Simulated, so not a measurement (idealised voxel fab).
process module | voxel ribs on slabs
cross-section cut | 260 nm wide | cells 5 nm
A cross-section is a grid of square cells, given in bands from the top down. A band is one or more rows of cells.
Each band's line starts with the height of the band's top and of its bottom, in nm. Then come its materials from left to right, each with its width in nm. One material with "throughout" fills the band from edge to edge. "air" is empty space.
Height 0 is the level under which the wafer as received is all one material. The lowest band goes on downwards, as in "0 down".
A width such as "30 to 40" changes by the same amount from each row of cells to the next, from the band's top row to its bottom row.
"no change" after a step means that no cell of the cross-section changed.
closed voids: empty space of 8 cells or more with no open way to the top, each as width x height at its distance from the left edge, in nm
after a step's settings: what the simulator itself notes on the step
overlay nm, on a step with a mask: how far to the right of its planned place the mask lay; to the left if negative
plan
1 op RECEIVE | material Si
2 op DIRECTIONAL_DEP | material SiO2 | thk nm 20
3 op DIRECTIONAL_DEP | material polySi | thk nm 15
4 op DIRECTIONAL_DEP | material aC | thk nm 15
5 op PATTERN | tone cover | mask id RIB | material resist | width nm 20 | thk nm 30 | overlay nm 0
6 op DIRECTIONAL_ETCH | etch materials aC | depth nm 15
7 op STRIP | etch materials resist
8 op DIRECTIONAL_ETCH | etch materials polySi | depth nm 5
9 op STRIP | etch materials aC
10 op DIRECTIONAL_DEP | material aC | thk nm 15
11 op PATTERN | tone cover | mask id SLAB | material resist | width nm 50 | thk nm 30 | overlay nm 0
12 op DIRECTIONAL_ETCH | etch materials aC | depth nm 15
13 op STRIP | etch materials resist
14 op DIRECTIONAL_ETCH | etch materials polySi | depth nm 10
15 op STRIP | etch materials aC
16 op FILL_DEP | material SiO2 | thk nm 25
17 op CMP | height nm 55
18 op DIRECTIONAL_DEP | material W | thk nm 10
19 op MASKED_ETCH | tone cover | mask id HEATER | width nm 30 | etch materials W | depth nm 10 | overlay nm 0
20 op CONFORMAL_DEP | material SiO2 | thk nm 5
varied across the wafers: width nm of step 11. The plan shows the first wafer's value. All wafers start alike
first wafer as received, after step 1
  0 down: Si throughout
  closed voids: none
first wafer at the end, after step 20
  70 to 65: air 110 | SiO2 40 | air 110
  65 to 60: air 110 | SiO2 5 | W 30 | SiO2 5 | air 110
  60 to 55: SiO2 115 | W 30 | SiO2 115
  55 to 35: SiO2 throughout
  35 to 30: SiO2 120 | polySi 20 | SiO2 120
  30 to 20: SiO2 105 | polySi 50 | SiO2 105
  20 to 0: SiO2 throughout
  0 down: Si throughout
  closed voids: none
last wafer at the end
  70 to 65: air 110 | SiO2 40 | air 110
  65 to 60: air 110 | SiO2 5 | W 30 | SiO2 5 | air 110
  60 to 55: SiO2 115 | W 30 | SiO2 115
  55 to 35: SiO2 throughout
  35 to 30: SiO2 120 | polySi 20 | SiO2 120
  30 to 20: SiO2 95 | polySi 75 | SiO2 90
  20 to 0: SiO2 throughout
  0 down: Si throughout
  closed voids: none
each wafer at the end: cells of each material gained (+) or lost (-) since it was received, then its closed voids
width nm 50 | +604 SiO2 | +12 W | +24 polySi | closed voids: none
width nm 55 | +602 SiO2 | +12 W | +26 polySi | closed voids: none
width nm 60 | +600 SiO2 | +12 W | +28 polySi | closed voids: none
width nm 65 | +598 SiO2 | +12 W | +30 polySi | closed voids: none
width nm 70 | +596 SiO2 | +12 W | +32 polySi | closed voids: none
width nm 75 | +594 SiO2 | +12 W | +34 polySi | closed voids: none
